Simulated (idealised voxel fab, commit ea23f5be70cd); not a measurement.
Process module in this document: voxel self aligned contacts
Square cells of 5 nm make up the cross-section cut, whose width is 290 nm.
A cross-section is written here as square cells arranged in a grid, and it is given in bands from the top down, each band taking up one or more rows of cells.
A band entry consists of two parts. The first gives the height of the band's top and the height of its bottom, in nm. The rest lists the band's materials from left to right, each with its width in nm. A single material labelled with the word "full width" fills the band from edge to edge, and the word "air" marks empty space.
Heights from 0 (as-received wafer is one material below). Bottom band endless downward, as "0 nm and below".
Think of "30->40" as a width that walks from the first number to the second as you go down the band, top row to bottom row, taking equal-sized steps from row to row.
Key: "remained the same" - step with no changed cell in the cross-section.
Empty spaces counting at least 8 cells and having no open way to the top are listed in "Closed void catalog". The notation width x height at distance is used for each, the distance being from the left edge and all three values in nm.
Text after the settings on a step's line: the simulator's own remark on that step.
On any step carrying a mask, the "overlay nm" setting, if present on the step's line, tells how far right of its planned place the mask lay; negative values point to the left.
Each of the pairs that make up the rest of this document says: here is the cross-section before one process step, here is the cross-section after it, drawn only down to the lowest band that changed, and here, under the pair, is the step lying between them with its settings. Different pairs may come from different runs of this module on the same starting wafer, so a pair continues from the pair above it only where its entry headed "Pre-step" says so.
-- Pre-step
	0 nm and below | Si full width
	Closed void catalog: none
-- Cut View, Post-Step
	5 nm to 0 nm | SiO2 full width
	Below 0, the layers are the same as they were.
	Closed void catalog: none
For reference, the processing step occurring between the two cross-sections presented above is as follows: CONFORMAL_DEP with material SiO2, thk nm 5
Pre-step: the cross-section after the pair above
-- Cut View, Post-Step
	25 nm to 5 nm | polySi full width
	Below 5, the layers are the same as they were.
	Closed void catalog: none
For reference, the processing step occurring between the two cross-sections presented above is as follows: DIRECTIONAL_DEP with material polySi, thk nm 20
Pre-step: the cross-section after the pair above
-- Cut View, Post-Step
	50 nm to 25 nm | SiN full width
	Below 25, the layers are the same as they were.
	Closed void catalog: none
For reference, the processing step occurring between the two cross-sections presented above is as follows: DIRECTIONAL_DEP with material SiN, thk nm 25
Pre-step: the cross-section after the pair above
-- Cut View, Post-Step
	65 nm to 50 nm | aC full width
	Below 50, the layers are the same as they were.
	Closed void catalog: none
For reference, the processing step occurring between the two cross-sections presented above is as follows: DIRECTIONAL_DEP with material aC, thk nm 15
Pre-step: the cross-section after the pair above
-- Cut View, Post-Step
	100 nm to 65 nm | 65 air, 30 resist, 35 air, 30 resist, 35 air, 30 resist, 65 air
	Below 65, the layers are the same as they were.
	Closed void catalog: none
For reference, the processing step occurring between the two cross-sections presented above is as follows: PATTERN with tone cover, mask id GATE, material resist, width nm 30, pitch nm 65, thk nm 35, overlay nm 0
Pre-step: the cross-section after the pair above
-- Cut View, Post-Step
	85 nm to 65 nm | 65 air, 30 resist, 35 air, 30 resist, 35 air, 30 resist, 65 air
	65 nm to 50 nm | 65 air, 30 aC, 35 air, 30 aC, 35 air, 30 aC, 65 air
	Below 50, the layers are the same as they were.
	Closed void catalog: none
For reference, the processing step occurring between the two cross-sections presented above is as follows: DIRECTIONAL_ETCH with etch materials aC, depth nm 15
Pre-step: the cross-section after the pair above
-- Cut View, Post-Step
	65 nm to 50 nm | 65 air, 30 aC, 35 air, 30 aC, 35 air, 30 aC, 65 air
	Below 50, the layers are the same as they were.
	Closed void catalog: none
For reference, the processing step occurring between the two cross-sections presented above is as follows: STRIP with etch materials resist
Pre-step: the cross-section after the pair above
-- Cut View, Post-Step
	65 nm to 50 nm | 65 air, 30 aC, 35 air, 30 aC, 35 air, 30 aC, 65 air
	50 nm to 25 nm | 65 air, 30 SiN, 35 air, 30 SiN, 35 air, 30 SiN, 65 air
	Below 25, the layers are the same as they were.
	Closed void catalog: none
For reference, the processing step occurring between the two cross-sections presented above is as follows: DIRECTIONAL_ETCH with etch materials SiN, depth nm 25
Pre-step: the cross-section after the pair above
-- Cut View, Post-Step
	65 nm to 50 nm | 65 air, 30 aC, 35 air, 30 aC, 35 air, 30 aC, 65 air
	50 nm to 25 nm | 65 air, 30 SiN, 35 air, 30 SiN, 35 air, 30 SiN, 65 air
	25 nm to 5 nm | 65 air, 30 polySi, 35 air, 30 polySi, 35 air, 30 polySi, 65 air
	Below 5, the layers are the same as they were.
	Closed void catalog: none
For reference, the processing step occurring between the two cross-sections presented above is as follows: DIRECTIONAL_ETCH with etch materials polySi, depth nm 20
Pre-step: the cross-section after the pair above
-- Cut View, Post-Step
	50 nm to 25 nm | 65 air, 30 SiN, 35 air, 30 SiN, 35 air, 30 SiN, 65 air
	Below 25, the layers are the same as they were.
	Closed void catalog: none
For reference, the processing step occurring between the two cross-sections presented above is as follows: STRIP with etch materials aC
Pre-step: the cross-section after the pair above
-- Cut View, Post-Step
	60 nm to 25 nm | 55 air, 50 SiN, 15 air, 50 SiN, 15 air, 50 SiN, 55 air
	25 nm to 15 nm | 55 air, 10 SiN, 30 polySi, 10 SiN, 15 air, 10 SiN, 30 polySi, 10 SiN, 15 air, 10 SiN, 30 polySi, 10 SiN, 55 air
	15 nm to 5 nm | 65 SiN, 30 polySi, 35 SiN, 30 polySi, 35 SiN, 30 polySi, 65 SiN
	Below 5, the layers are the same as they were.
	Closed void catalog: none
For reference, the processing step occurring between the two cross-sections presented above is as follows: CONFORMAL_DEP with material SiN, thk nm 10
Pre-step: the cross-section after the pair above
-- Cut View, Post-Step
	50 nm to 25 nm | 55 air, 50 SiN, 15 air, 50 SiN, 15 air, 50 SiN, 55 air
	25 nm to 5 nm | 55 air, 10 SiN, 30 polySi, 10 SiN, 15 air, 10 SiN, 30 polySi, 10 SiN, 15 air, 10 SiN, 30 polySi, 10 SiN, 55 air
	Below 5, the layers are the same as they were.
	Closed void catalog: none
For reference, the processing step occurring between the two cross-sections presented above is as follows: DIRECTIONAL_ETCH with etch materials SiN, depth nm 10
Pre-step: the cross-section after the pair above
-- Cut View, Post-Step
	65 nm to 50 nm | SiO2 full width
	50 nm to 25 nm | 55 SiO2, 50 SiN, 15 SiO2, 50 SiN, 15 SiO2, 50 SiN, 55 SiO2
	25 nm to 5 nm | 55 SiO2, 10 SiN, 30 polySi, 10 SiN, 15 SiO2, 10 SiN, 30 polySi, 10 SiN, 15 SiO2, 10 SiN, 30 polySi, 10 SiN, 55 SiO2
	Below 5, the layers are the same as they were.
	Closed void catalog: none
For reference, the processing step occurring between the two cross-sections presented above is as follows: FILL_DEP with material SiO2, thk nm 15
Pre-step: the cross-section after the pair above
-- Cut View, Post-Step
	60 nm to 50 nm | SiO2 full width
	Below 50, the layers are the same as they were.
	Closed void catalog: none
For reference, the processing step occurring between the two cross-sections presented above is as follows: CMP with height nm 60
Pre-step: the cross-section after the pair above
-- Cut View, Post-Step
	70 nm to 60 nm | aC full width
	Below 60, the layers are the same as they were.
	Closed void catalog: none
For reference, the processing step occurring between the two cross-sections presented above is as follows: DIRECTIONAL_DEP with material aC, thk nm 10
Pre-step: the cross-section after the pair above
-- Cut View, Post-Step
	95 nm to 70 nm | 90 resist, 45 air, 20 resist, 45 air, 90 resist
	Below 70, the layers are the same as they were.
	Closed void catalog: none
For reference, the processing step occurring between the two cross-sections presented above is as follows: PATTERN with tone open, mask id CONTACT, material resist, width nm 45, pitch nm 65, thk nm 25, overlay nm 0
Pre-step: the cross-section after the pair above
-- Cut View, Post-Step
	85 nm to 70 nm | 90 resist, 45 air, 20 resist, 45 air, 90 resist
	70 nm to 60 nm | 90 aC, 45 air, 20 aC, 45 air, 90 aC
	Below 60, the layers are the same as they were.
	Closed void catalog: none
For reference, the processing step occurring between the two cross-sections presented above is as follows: DIRECTIONAL_ETCH with etch materials aC, depth nm 10
Pre-step: the cross-section after the pair above
-- Cut View, Post-Step
	70 nm to 60 nm | 90 aC, 45 air, 20 aC, 45 air, 90 aC
	Below 60, the layers are the same as they were.
	Closed void catalog: none
For reference, the processing step occurring between the two cross-sections presented above is as follows: STRIP with etch materials resist
Pre-step: the cross-section after the pair above
-- Cut View, Post-Step
	70 nm to 60 nm | 90 aC, 45 air, 20 aC, 45 air, 90 aC
	60 nm to 50 nm | 90 SiO2, 45 air, 20 SiO2, 45 air, 90 SiO2
	50 nm to 25 nm | 55 SiO2, 50 SiN, 15 air, 50 SiN, 15 air, 50 SiN, 55 SiO2
	25 nm to 5 nm | 55 SiO2, 10 SiN, 30 polySi, 10 SiN, 15 air, 10 SiN, 30 polySi, 10 SiN, 15 air, 10 SiN, 30 polySi, 10 SiN, 55 SiO2
	5 nm to 0 nm | 105 SiO2, 15 air, 50 SiO2, 15 air, 105 SiO2
	Below 0, the layers are the same as they were.
	Closed void catalog: none
For reference, the processing step occurring between the two cross-sections presented above is as follows: DIRECTIONAL_ETCH with etch materials SiO2, depth nm 60
Pre-step: the cross-section after the pair above
-- Cut View, Post-Step
	60 nm to 50 nm | 90 SiO2, 45 air, 20 SiO2, 45 air, 90 SiO2
	Below 50, the layers are the same as they were.
	Closed void catalog: none
For reference, the processing step occurring between the two cross-sections presented above is as follows: STRIP with etch materials aC
Pre-step: the cross-section after the pair above
-- Cut View, Post-Step
	65 nm to 60 nm | 95 TiN, 35 air, 30 TiN, 35 air, 95 TiN
	60 nm to 50 nm | 90 SiO2, 5->20 TiN, 35->5 air, 5->20 TiN, 20 SiO2, 5->20 TiN, 35->5 air, 5->20 TiN, 90 SiO2
	50 nm to 25 nm | 55 SiO2, 50 SiN, 5 TiN, 5 air, 5 TiN, 50 SiN, 5 TiN, 5 air, 5 TiN, 50 SiN, 55 SiO2
	25 nm to 5 nm | 55 SiO2, 10 SiN, 30 polySi, 10 SiN, 5 TiN, 5 air, 5 TiN, 10 SiN, 30 polySi, 10 SiN, 5 TiN, 5 air, 5 TiN, 10 SiN, 30 polySi, 10 SiN, 55 SiO2
	5 nm to 0 nm | 105 SiO2, 15 TiN, 50 SiO2, 15 TiN, 105 SiO2
	Below 0, the layers are the same as they were.
	Closed void catalog: none
For reference, the processing step occurring between the two cross-sections presented above is as follows: CONFORMAL_DEP with material TiN, thk nm 5
Pre-step: the cross-section after the pair above
-- Cut View, Post-Step
	75 nm to 65 nm | Ru full width
	65 nm to 60 nm | 95 TiN, 35 Ru, 30 TiN, 35 Ru, 95 TiN
	60 nm to 50 nm | 90 SiO2, 5->20 TiN, 35->5 Ru, 5->20 TiN, 20 SiO2, 5->20 TiN, 35->5 Ru, 5->20 TiN, 90 SiO2
	50 nm to 25 nm | 55 SiO2, 50 SiN, 5 TiN, 5 Ru, 5 TiN, 50 SiN, 5 TiN, 5 Ru, 5 TiN, 50 SiN, 55 SiO2
	25 nm to 5 nm | 55 SiO2, 10 SiN, 30 polySi, 10 SiN, 5 TiN, 5 Ru, 5 TiN, 10 SiN, 30 polySi, 10 SiN, 5 TiN, 5 Ru, 5 TiN, 10 SiN, 30 polySi, 10 SiN, 55 SiO2
	Below 5, the layers are the same as they were.
	Closed void catalog: none
For reference, the processing step occurring between the two cross-sections presented above is as follows: FILL_DEP with material Ru, thk nm 10
Pre-step: the cross-section after the pair above
-- Cut View, Post-Step
	60 nm to 50 nm | 90 SiO2, 5->20 TiN, 35->5 Ru, 5->20 TiN, 20 SiO2, 5->20 TiN, 35->5 Ru, 5->20 TiN, 90 SiO2
	Below 50, the layers are the same as they were.
	Closed void catalog: none
For reference, the processing step occurring between the two cross-sections presented above is as follows: CMP with height nm 60
Pre-step: the cross-section after the pair above
-- Cut View, Post-Step
	65 nm to 60 nm | SiN full width
	Below 60, the layers are the same as they were.
	Closed void catalog: none
For reference, the processing step occurring between the two cross-sections presented above is as follows: CONFORMAL_DEP with material SiN, thk nm 5
-- Pre-step
	75 nm to 65 nm | Ru full width
	65 nm to 60 nm | 95 TiN, 35 Ru, 30 TiN, 35 Ru, 95 TiN
	60 nm to 50 nm | 90 SiO2, 5->20 TiN, 35->5 Ru, 5->20 TiN, 20 SiO2, 5->20 TiN, 35->5 Ru, 5->20 TiN, 90 SiO2
	50 nm to 25 nm | 55 SiO2, 50 SiN, 5 TiN, 5 Ru, 5 TiN, 50 SiN, 5 TiN, 5 Ru, 5 TiN, 50 SiN, 55 SiO2
	25 nm to 5 nm | 55 SiO2, 10 SiN, 30 polySi, 10 SiN, 5 TiN, 5 Ru, 5 TiN, 10 SiN, 30 polySi, 10 SiN, 5 TiN, 5 Ru, 5 TiN, 10 SiN, 30 polySi, 10 SiN, 55 SiO2
	5 nm to 0 nm | 105 SiO2, 15 TiN, 50 SiO2, 15 TiN, 105 SiO2
	0 nm and below | Si full width
	Closed void catalog: none
-- Cut View, Post-Step
	80 nm to 75 nm | SiN full width
	Below 75, the layers are the same as they were.
	Closed void catalog: none
For reference, the processing step occurring between the two cross-sections presented above is as follows: CONFORMAL_DEP with material SiN, thk nm 5
-- Pre-step
	25 nm to 5 nm | polySi full width
	5 nm to 0 nm | SiO2 full width
	0 nm and below | Si full width
	Closed void catalog: none
-- Cut View, Post-Step
	45 nm to 5 nm | polySi full width
	Below 5, the layers are the same as they were.
	Closed void catalog: none
For reference, the processing step occurring between the two cross-sections presented above is as follows: DIRECTIONAL_DEP with material polySi, thk nm 20
Pre-step: the cross-section after the pair above
-- Cut View, Post-Step
	70 nm to 45 nm | SiN full width
	Below 45, the layers are the same as they were.
	Closed void catalog: none
For reference, the processing step occurring between the two cross-sections presented above is as follows: DIRECTIONAL_DEP with material SiN, thk nm 25
Pre-step: the cross-section after the pair above
-- Cut View, Post-Step
	85 nm to 70 nm | aC full width
	Below 70, the layers are the same as they were.
	Closed void catalog: none
For reference, the processing step occurring between the two cross-sections presented above is as follows: DIRECTIONAL_DEP with material aC, thk nm 15
Pre-step: the cross-section after the pair above
-- Cut View, Post-Step
	120 nm to 85 nm | 65 air, 30 resist, 35 air, 30 resist, 35 air, 30 resist, 65 air
	Below 85, the layers are the same as they were.
	Closed void catalog: none
For reference, the processing step occurring between the two cross-sections presented above is as follows: PATTERN with tone cover, mask id GATE, material resist, width nm 30, pitch nm 65, thk nm 35, overlay nm 0
Pre-step: the cross-section after the pair above
-- Cut View, Post-Step
	105 nm to 85 nm | 65 air, 30 resist, 35 air, 30 resist, 35 air, 30 resist, 65 air
	85 nm to 70 nm | 65 air, 30 aC, 35 air, 30 aC, 35 air, 30 aC, 65 air
	Below 70, the layers are the same as they were.
	Closed void catalog: none
For reference, the processing step occurring between the two cross-sections presented above is as follows: DIRECTIONAL_ETCH with etch materials aC, depth nm 15
Pre-step: the cross-section after the pair above
-- Cut View, Post-Step
	85 nm to 70 nm | 65 air, 30 aC, 35 air, 30 aC, 35 air, 30 aC, 65 air
	Below 70, the layers are the same as they were.
	Closed void catalog: none
For reference, the processing step occurring between the two cross-sections presented above is as follows: STRIP with etch materials resist
Pre-step: the cross-section after the pair above
-- Cut View, Post-Step
	85 nm to 70 nm | 65 air, 30 aC, 35 air, 30 aC, 35 air, 30 aC, 65 air
	70 nm to 45 nm | 65 air, 30 SiN, 35 air, 30 SiN, 35 air, 30 SiN, 65 air
	Below 45, the layers are the same as they were.
	Closed void catalog: none
For reference, the processing step occurring between the two cross-sections presented above is as follows: DIRECTIONAL_ETCH with etch materials SiN, depth nm 25
Pre-step: the cross-section after the pair above
-- Cut View, Post-Step
	85 nm to 70 nm | 65 air, 30 aC, 35 air, 30 aC, 35 air, 30 aC, 65 air
	70 nm to 45 nm | 65 air, 30 SiN, 35 air, 30 SiN, 35 air, 30 SiN, 65 air
	45 nm to 25 nm | 65 air, 30 polySi, 35 air, 30 polySi, 35 air, 30 polySi, 65 air
	Below 25, the layers are the same as they were.
	Closed void catalog: none
For reference, the processing step occurring between the two cross-sections presented above is as follows: DIRECTIONAL_ETCH with etch materials polySi, depth nm 20
Pre-step: the cross-section after the pair above
-- Cut View, Post-Step
	70 nm to 45 nm | 65 air, 30 SiN, 35 air, 30 SiN, 35 air, 30 SiN, 65 air
	Below 45, the layers are the same as they were.
	Closed void catalog: none
For reference, the processing step occurring between the two cross-sections presented above is as follows: STRIP with etch materials aC
Pre-step: the cross-section after the pair above
-- Cut View, Post-Step
	80 nm to 45 nm | 55 air, 50 SiN, 15 air, 50 SiN, 15 air, 50 SiN, 55 air
	45 nm to 35 nm | 55 air, 10 SiN, 30 polySi, 10 SiN, 15 air, 10 SiN, 30 polySi, 10 SiN, 15 air, 10 SiN, 30 polySi, 10 SiN, 55 air
	35 nm to 25 nm | 65 SiN, 30 polySi, 35 SiN, 30 polySi, 35 SiN, 30 polySi, 65 SiN
	Below 25, the layers are the same as they were.
	Closed void catalog: none
For reference, the processing step occurring between the two cross-sections presented above is as follows: CONFORMAL_DEP with material SiN, thk nm 10
Pre-step: the cross-section after the pair above
-- Cut View, Post-Step
	70 nm to 45 nm | 55 air, 50 SiN, 15 air, 50 SiN, 15 air, 50 SiN, 55 air
	45 nm to 25 nm | 55 air, 10 SiN, 30 polySi, 10 SiN, 15 air, 10 SiN, 30 polySi, 10 SiN, 15 air, 10 SiN, 30 polySi, 10 SiN, 55 air
	Below 25, the layers are the same as they were.
	Closed void catalog: none
For reference, the processing step occurring between the two cross-sections presented above is as follows: DIRECTIONAL_ETCH with etch materials SiN, depth nm 10
Pre-step: the cross-section after the pair above
-- Cut View, Post-Step
	85 nm to 70 nm | SiO2 full width
	70 nm to 45 nm | 55 SiO2, 50 SiN, 15 SiO2, 50 SiN, 15 SiO2, 50 SiN, 55 SiO2
	45 nm to 25 nm | 55 SiO2, 10 SiN, 30 polySi, 10 SiN, 15 SiO2, 10 SiN, 30 polySi, 10 SiN, 15 SiO2, 10 SiN, 30 polySi, 10 SiN, 55 SiO2
	Below 25, the layers are the same as they were.
	Closed void catalog: none
For reference, the processing step occurring between the two cross-sections presented above is as follows: FILL_DEP with material SiO2, thk nm 15
Pre-step: the cross-section after the pair above
-- Cut View, Post-Step
	60 nm to 45 nm | 55 SiO2, 50 SiN, 15 SiO2, 50 SiN, 15 SiO2, 50 SiN, 55 SiO2
	Below 45, the layers are the same as they were.
	Closed void catalog: none
For reference, the processing step occurring between the two cross-sections presented above is as follows: CMP with height nm 60
Pre-step: the cross-section after the pair above
-- Cut View, Post-Step
	70 nm to 60 nm | aC full width
	Below 60, the layers are the same as they were.
	Closed void catalog: none
For reference, the processing step occurring between the two cross-sections presented above is as follows: DIRECTIONAL_DEP with material aC, thk nm 10
Pre-step: the cross-section after the pair above
-- Cut View, Post-Step
	95 nm to 70 nm | 90 resist, 45 air, 20 resist, 45 air, 90 resist
	Below 70, the layers are the same as they were.
	Closed void catalog: none
For reference, the processing step occurring between the two cross-sections presented above is as follows: PATTERN with tone open, mask id CONTACT, material resist, width nm 45, pitch nm 65, thk nm 25, overlay nm 0
Pre-step: the cross-section after the pair above
-- Cut View, Post-Step
	85 nm to 70 nm | 90 resist, 45 air, 20 resist, 45 air, 90 resist
	70 nm to 60 nm | 90 aC, 45 air, 20 aC, 45 air, 90 aC
	Below 60, the layers are the same as they were.
	Closed void catalog: none
For reference, the processing step occurring between the two cross-sections presented above is as follows: DIRECTIONAL_ETCH with etch materials aC, depth nm 10
Pre-step: the cross-section after the pair above
-- Cut View, Post-Step
	70 nm to 60 nm | 90 aC, 45 air, 20 aC, 45 air, 90 aC
	Below 60, the layers are the same as they were.
	Closed void catalog: none
For reference, the processing step occurring between the two cross-sections presented above is as follows: STRIP with etch materials resist
Pre-step: the cross-section after the pair above
-- Cut View, Post-Step
	70 nm to 60 nm | 90 aC, 45 air, 20 aC, 45 air, 90 aC
	60 nm to 45 nm | 55 SiO2, 50 SiN, 15 air, 50 SiN, 15 air, 50 SiN, 55 SiO2
	45 nm to 25 nm | 55 SiO2, 10 SiN, 30 polySi, 10 SiN, 15 air, 10 SiN, 30 polySi, 10 SiN, 15 air, 10 SiN, 30 polySi, 10 SiN, 55 SiO2
	Below 25, the layers are the same as they were.
	Closed void catalog: none
For reference, the processing step occurring between the two cross-sections presented above is as follows: DIRECTIONAL_ETCH with etch materials SiO2, depth nm 60
Pre-step: the cross-section after the pair above
-- Cut View, Post-Step
	60 nm to 45 nm | 55 SiO2, 50 SiN, 15 air, 50 SiN, 15 air, 50 SiN, 55 SiO2
	Below 45, the layers are the same as they were.
	Closed void catalog: none
For reference, the processing step occurring between the two cross-sections presented above is as follows: STRIP with etch materials aC
Pre-step: the cross-section after the pair above
-- Cut View, Post-Step
	65 nm to 60 nm | 110 TiN, 5 air, 60 TiN, 5 air, 110 TiN
	60 nm to 45 nm | 55 SiO2, 50 SiN, 5 TiN, 5 air, 5 TiN, 50 SiN, 5 TiN, 5 air, 5 TiN, 50 SiN, 55 SiO2
	45 nm to 30 nm | 55 SiO2, 10 SiN, 30 polySi, 10 SiN, 5 TiN, 5 air, 5 TiN, 10 SiN, 30 polySi, 10 SiN, 5 TiN, 5 air, 5 TiN, 10 SiN, 30 polySi, 10 SiN, 55 SiO2
	30 nm to 25 nm | 55 SiO2, 10 SiN, 30 polySi, 10 SiN, 15 TiN, 10 SiN, 30 polySi, 10 SiN, 15 TiN, 10 SiN, 30 polySi, 10 SiN, 55 SiO2
	Below 25, the layers are the same as they were.
	Closed void catalog: none
For reference, the processing step occurring between the two cross-sections presented above is as follows: CONFORMAL_DEP with material TiN, thk nm 5
Pre-step: the cross-section after the pair above
-- Cut View, Post-Step
	75 nm to 65 nm | Ru full width
	65 nm to 60 nm | 110 TiN, 5 Ru, 60 TiN, 5 Ru, 110 TiN
	60 nm to 45 nm | 55 SiO2, 50 SiN, 5 TiN, 5 Ru, 5 TiN, 50 SiN, 5 TiN, 5 Ru, 5 TiN, 50 SiN, 55 SiO2
	45 nm to 30 nm | 55 SiO2, 10 SiN, 30 polySi, 10 SiN, 5 TiN, 5 Ru, 5 TiN, 10 SiN, 30 polySi, 10 SiN, 5 TiN, 5 Ru, 5 TiN, 10 SiN, 30 polySi, 10 SiN, 55 SiO2
	Below 30, the layers are the same as they were.
	Closed void catalog: none
For reference, the processing step occurring between the two cross-sections presented above is as follows: FILL_DEP with material Ru, thk nm 10
Pre-step: the cross-section after the pair above
-- Cut View, Post-Step
	60 nm to 45 nm | 55 SiO2, 50 SiN, 5 TiN, 5 Ru, 5 TiN, 50 SiN, 5 TiN, 5 Ru, 5 TiN, 50 SiN, 55 SiO2
	Below 45, the layers are the same as they were.
	Closed void catalog: none
For reference, the processing step occurring between the two cross-sections presented above is as follows: CMP with height nm 60
Pre-step: the cross-section after the pair above
-- Cut View, Post-Step
	65 nm to 60 nm | SiN full width
	Below 60, the layers are the same as they were.
	Closed void catalog: none
For reference, the processing step occurring between the two cross-sections presented above is as follows: CONFORMAL_DEP with material SiN, thk nm 5
-- Pre-step
	50 nm to 25 nm | 65 air, 30 SiN, 35 air, 30 SiN, 35 air, 30 SiN, 65 air
	25 nm to 5 nm | 65 air, 30 polySi, 35 air, 30 polySi, 35 air, 30 polySi, 65 air
	5 nm to 0 nm | SiO2 full width
	0 nm and below | Si full width
	Closed void catalog: none
-- Cut View, Post-Step
	40 nm to 25 nm | 65 air, 30 SiN, 35 air, 30 SiN, 35 air, 30 SiN, 65 air
	Below 25, the layers are the same as they were.
	Closed void catalog: none
For reference, the processing step occurring between the two cross-sections presented above is as follows: DIRECTIONAL_ETCH with etch materials SiN, depth nm 10
Pre-step: the cross-section after the pair above
-- Cut View, Post-Step
	50 nm to 25 nm | 55 air, 50 SiN, 15 air, 50 SiN, 15 air, 50 SiN, 55 air
	25 nm to 15 nm | 55 air, 10 SiN, 30 polySi, 10 SiN, 15 air, 10 SiN, 30 polySi, 10 SiN, 15 air, 10 SiN, 30 polySi, 10 SiN, 55 air
	15 nm to 5 nm | 65 SiN, 30 polySi, 35 SiN, 30 polySi, 35 SiN, 30 polySi, 65 SiN
	Below 5, the layers are the same as they were.
	Closed void catalog: none
For reference, the processing step occurring between the two cross-sections presented above is as follows: CONFORMAL_DEP with material SiN, thk nm 10
Pre-step: the cross-section after the pair above
-- Cut View, Post-Step
	65 nm to 50 nm | SiO2 full width
	50 nm to 25 nm | 55 SiO2, 50 SiN, 15 SiO2, 50 SiN, 15 SiO2, 50 SiN, 55 SiO2
	25 nm to 15 nm | 55 SiO2, 10 SiN, 30 polySi, 10 SiN, 15 SiO2, 10 SiN, 30 polySi, 10 SiN, 15 SiO2, 10 SiN, 30 polySi, 10 SiN, 55 SiO2
	Below 15, the layers are the same as they were.
	Closed void catalog: none
For reference, the processing step occurring between the two cross-sections presented above is as follows: FILL_DEP with material SiO2, thk nm 15
Pre-step: the cross-section after the pair above
-- Cut View, Post-Step
	60 nm to 50 nm | SiO2 full width
	Below 50, the layers are the same as they were.
	Closed void catalog: none
For reference, the processing step occurring between the two cross-sections presented above is as follows: CMP with height nm 60
Pre-step: the cross-section after the pair above
-- Cut View, Post-Step
	70 nm to 60 nm | aC full width
	Below 60, the layers are the same as they were.
	Closed void catalog: none
For reference, the processing step occurring between the two cross-sections presented above is as follows: DIRECTIONAL_DEP with material aC, thk nm 10
Pre-step: the cross-section after the pair above
-- Cut View, Post-Step
	95 nm to 70 nm | 90 resist, 45 air, 20 resist, 45 air, 90 resist
	Below 70, the layers are the same as they were.
	Closed void catalog: none
For reference, the processing step occurring between the two cross-sections presented above is as follows: PATTERN with tone open, mask id CONTACT, material resist, width nm 45, pitch nm 65, thk nm 25, overlay nm 0
Pre-step: the cross-section after the pair above
-- Cut View, Post-Step
	85 nm to 70 nm | 90 resist, 45 air, 20 resist, 45 air, 90 resist
	70 nm to 60 nm | 90 aC, 45 air, 20 aC, 45 air, 90 aC
	Below 60, the layers are the same as they were.
	Closed void catalog: none
For reference, the processing step occurring between the two cross-sections presented above is as follows: DIRECTIONAL_ETCH with etch materials aC, depth nm 10
Pre-step: the cross-section after the pair above
-- Cut View, Post-Step
	70 nm to 60 nm | 90 aC, 45 air, 20 aC, 45 air, 90 aC
	Below 60, the layers are the same as they were.
	Closed void catalog: none
For reference, the processing step occurring between the two cross-sections presented above is as follows: STRIP with etch materials resist
Pre-step: the cross-section after the pair above
-- Cut View, Post-Step
	70 nm to 60 nm | 90 aC, 45 air, 20 aC, 45 air, 90 aC
	60 nm to 50 nm | 90 SiO2, 45 air, 20 SiO2, 45 air, 90 SiO2
	50 nm to 25 nm | 55 SiO2, 50 SiN, 15 air, 50 SiN, 15 air, 50 SiN, 55 SiO2
	25 nm to 15 nm | 55 SiO2, 10 SiN, 30 polySi, 10 SiN, 15 air, 10 SiN, 30 polySi, 10 SiN, 15 air, 10 SiN, 30 polySi, 10 SiN, 55 SiO2
	Below 15, the layers are the same as they were.
	Closed void catalog: none
For reference, the processing step occurring between the two cross-sections presented above is as follows: DIRECTIONAL_ETCH with etch materials SiO2, depth nm 60
Pre-step: the cross-section after the pair above
-- Cut View, Post-Step
	60 nm to 50 nm | 90 SiO2, 45 air, 20 SiO2, 45 air, 90 SiO2
	Below 50, the layers are the same as they were.
	Closed void catalog: none
For reference, the processing step occurring between the two cross-sections presented above is as follows: STRIP with etch materials aC
Pre-step: the cross-section after the pair above
-- Cut View, Post-Step
	65 nm to 60 nm | 95 TiN, 35 air, 30 TiN, 35 air, 95 TiN
	60 nm to 50 nm | 90 SiO2, 5->20 TiN, 35->5 air, 5->20 TiN, 20 SiO2, 5->20 TiN, 35->5 air, 5->20 TiN, 90 SiO2
	50 nm to 25 nm | 55 SiO2, 50 SiN, 5 TiN, 5 air, 5 TiN, 50 SiN, 5 TiN, 5 air, 5 TiN, 50 SiN, 55 SiO2
	25 nm to 20 nm | 55 SiO2, 10 SiN, 30 polySi, 10 SiN, 5 TiN, 5 air, 5 TiN, 10 SiN, 30 polySi, 10 SiN, 5 TiN, 5 air, 5 TiN, 10 SiN, 30 polySi, 10 SiN, 55 SiO2
	20 nm to 15 nm | 55 SiO2, 10 SiN, 30 polySi, 10 SiN, 15 TiN, 10 SiN, 30 polySi, 10 SiN, 15 TiN, 10 SiN, 30 polySi, 10 SiN, 55 SiO2
	Below 15, the layers are the same as they were.
	Closed void catalog: none
For reference, the processing step occurring between the two cross-sections presented above is as follows: CONFORMAL_DEP with material TiN, thk nm 5
Pre-step: the cross-section after the pair above
-- Cut View, Post-Step
	75 nm to 65 nm | Ru full width
	65 nm to 60 nm | 95 TiN, 35 Ru, 30 TiN, 35 Ru, 95 TiN
	60 nm to 50 nm | 90 SiO2, 5->20 TiN, 35->5 Ru, 5->20 TiN, 20 SiO2, 5->20 TiN, 35->5 Ru, 5->20 TiN, 90 SiO2
	50 nm to 25 nm | 55 SiO2, 50 SiN, 5 TiN, 5 Ru, 5 TiN, 50 SiN, 5 TiN, 5 Ru, 5 TiN, 50 SiN, 55 SiO2
	25 nm to 20 nm | 55 SiO2, 10 SiN, 30 polySi, 10 SiN, 5 TiN, 5 Ru, 5 TiN, 10 SiN, 30 polySi, 10 SiN, 5 TiN, 5 Ru, 5 TiN, 10 SiN, 30 polySi, 10 SiN, 55 SiO2
	Below 20, the layers are the same as they were.
	Closed void catalog: none
For reference, the processing step occurring between the two cross-sections presented above is as follows: FILL_DEP with material Ru, thk nm 10
Pre-step: the cross-section after the pair above
-- Cut View, Post-Step
	60 nm to 50 nm | 90 SiO2, 5->20 TiN, 35->5 Ru, 5->20 TiN, 20 SiO2, 5->20 TiN, 35->5 Ru, 5->20 TiN, 90 SiO2
	Below 50, the layers are the same as they were.
	Closed void catalog: none
For reference, the processing step occurring between the two cross-sections presented above is as follows: CMP with height nm 60
Pre-step: the cross-section after the pair above
-- Cut View, Post-Step
	65 nm to 60 nm | SiN full width
	Below 60, the layers are the same as they were.
	Closed void catalog: none
For reference, the processing step occurring between the two cross-sections presented above is as follows: CONFORMAL_DEP with material SiN, thk nm 5
-- Pre-step
	65 nm to 50 nm | SiO2 full width
	50 nm to 25 nm | 55 SiO2, 50 SiN, 15 SiO2, 50 SiN, 15 SiO2, 50 SiN, 55 SiO2
	25 nm to 5 nm | 55 SiO2, 10 SiN, 30 polySi, 10 SiN, 15 SiO2, 10 SiN, 30 polySi, 10 SiN, 15 SiO2, 10 SiN, 30 polySi, 10 SiN, 55 SiO2
	5 nm to 0 nm | SiO2 full width
	0 nm and below | Si full width
	Closed void catalog: none
-- Cut View, Post-Step
	55 nm to 50 nm | SiO2 full width
	Below 50, the layers are the same as they were.
	Closed void catalog: none
For reference, the processing step occurring between the two cross-sections presented above is as follows: CMP with height nm 55
